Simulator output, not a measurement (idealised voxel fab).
Documented hereafter: the process module known as voxel capacitor over wiring.
It is cross-section cut that appears here, measuring 205 nm in width, its square cells being 5 nm in size.
Cross-section format: a grid of square cells, given as bands from top to bottom; each band is one or more rows of cells. Look at the band entry: it leads with the top's height and the bottom's height in nm. Then it lists the materials left to right, with a width in nm for each. The word "throughout" on a single material says that material fills the band edge to edge. The word "air" is empty space. Height is counted from the level 0, under which the received wafer is composed throughout of one material. The lowest of the bands is not closed at the bottom but continues downward, in the notation "top 0, no bottom". Note: "30..40" means the width goes from the first number (top row of the band) to the second number (bottom row) in equal steps per row of cells. "nothing got changed" means the step left every cell of the cross-section as it was. In "Closed void table" the enclosed voids are listed, meaning empty spaces of 8 cells or larger without any opening to the top. The form is width x height at distance, distance from the left edge, units nm. Text after the settings on a step's line: the simulator's own remark on that step. overlay nm: how far to the right of its planned place the mask lay on this masked step (negative: to the left).

Intended process steps
1 RECEIVE: material Si
2 CONFORMAL_DEP: material SiO2, thk nm 10
3 CONFORMAL_DEP: material SiCN, thk nm 5
4 DIRECTIONAL_DEP: material lowk, thk nm 25
5 MASKED_ETCH: tone open, mask id METAL_1, width nm 25, pitch nm 90, etch materials lowk, depth nm 25, overlay nm 0
6 MASKED_ETCH: tone open, mask id METAL_1, width nm 25, pitch nm 90, etch materials SiCN, depth nm 5, overlay nm 0
7 CONFORMAL_DEP: material TiN, thk nm 5
8 FILL_DEP: material Cu, thk nm 5
9 CMP: height nm 40
10 CONFORMAL_DEP: material SiCN, thk nm 5
11 DIRECTIONAL_DEP: material lowk, thk nm 10
12 MASKED_ETCH: tone open, mask id PLUG_1, width nm 15, etch materials lowk, depth nm 10, overlay nm 0
13 MASKED_ETCH: tone open, mask id PLUG_1, width nm 15, etch materials SiCN, depth nm 5, overlay nm 0
14 CONFORMAL_DEP: material TiN, thk nm 5
15 FILL_DEP: material Ru, thk nm 5
16 CMP: height nm 55
17 DIRECTIONAL_DEP: material TiN, thk nm 10
18 DIRECTIONAL_DEP: material SiN, thk nm 5
19 DIRECTIONAL_DEP: material TiN, thk nm 10
20 PATTERN: tone cover, mask id UPPER_PLATE, material resist, width nm 70, thk nm 15, overlay nm 0
21 DIRECTIONAL_ETCH: etch materials TiN, depth nm 10
22 DIRECTIONAL_ETCH: etch materials SiN, depth nm 5
23 STRIP: etch materials resist
24 PATTERN: tone cover, mask id LOWER_PLATE, material resist, width nm 80, thk nm 20, overlay nm 0
25 DIRECTIONAL_ETCH: etch materials TiN, depth nm 10
26 STRIP: etch materials resist
27 FILL_DEP: material SiO2, thk nm 20
28 CMP: height nm 95
29 PATTERN: tone open, mask id PLUG_2, material resist, width nm 15, thk nm 20, overlay nm 0
30 DIRECTIONAL_ETCH: etch materials SiO2, depth nm 15
31 STRIP: etch materials resist
32 CONFORMAL_DEP: material TiN, thk nm 5
33 FILL_DEP: material Ru, thk nm 10
34 CMP: height nm 95
35 CONFORMAL_DEP: material SiN, thk nm 5

Cross-section: wafer on arrival = after step 1
- top 0, no bottom | Si throughout
- Closed void table: none

As-planned run: cross-section of the first of two wafers at end of module
- top 100, bottom 95 | SiN throughout
- top 95, bottom 85 | 65 SiO2  5 TiN  5 Ru  5 TiN  125 SiO2
- top 85, bottom 80 | 65 SiO2  15 TiN  125 SiO2
- top 80, bottom 70 | 55 SiO2  70 TiN  80 SiO2
- top 70, bottom 65 | 55 SiO2  70 SiN  80 SiO2
- top 65, bottom 55 | 50 SiO2  80 TiN  75 SiO2
- top 55, bottom 45 | 55 lowk  5 TiN  5 Ru  5 TiN  135 lowk
- top 45, bottom 40 | 55 SiCN  15 TiN  135 SiCN
- top 40, bottom 15 | 45 lowk  5 TiN  15 Cu  5 TiN  65 lowk  5 TiN  15 Cu  5 TiN  45 lowk
- top 15, bottom 10 | 45 SiCN  25 TiN  65 SiCN  25 TiN  45 SiCN
- top 10, bottom 0 | SiO2 throughout
- top 0, no bottom | Si throughout
- Closed void table: none

End of module, second wafer, cross-section. Started like the first, planned like the first, run with one mistake
- top 100, bottom 95 | SiN throughout
- top 95, bottom 85 | 60 SiO2  5 TiN  15 Ru  5 TiN  120 SiO2
- top 85, bottom 80 | 60 SiO2  25 TiN  120 SiO2
- top 80, bottom 70 | 55 SiO2  70 TiN  80 SiO2
- top 70, bottom 65 | 55 SiO2  70 SiN  80 SiO2
- top 65, bottom 55 | 50 SiO2  80 TiN  75 SiO2
- top 55, bottom 45 | 55 lowk  5 TiN  5 Ru  5 TiN  135 lowk
- top 45, bottom 40 | 55 SiCN  15 TiN  135 SiCN
- top 40, bottom 15 | 45 lowk  5 TiN  15 Cu  5 TiN  65 lowk  5 TiN  15 Cu  5 TiN  45 lowk
- top 15, bottom 10 | 45 SiCN  25 TiN  65 SiCN  25 TiN  45 SiCN
- top 10, bottom 0 | SiO2 throughout
- top 0, no bottom | Si throughout
- Closed void table: none
Where did the run depart from the plan? the process deviated at step 29: the operation and settings actually run there were PATTERN: tone open, mask id PLUG_2, material resist, width nm 25, thk nm 20, overlay nm 0
at the end the second wafer has, in cells: +4 Ru | -6 SiO2 | +2 TiN
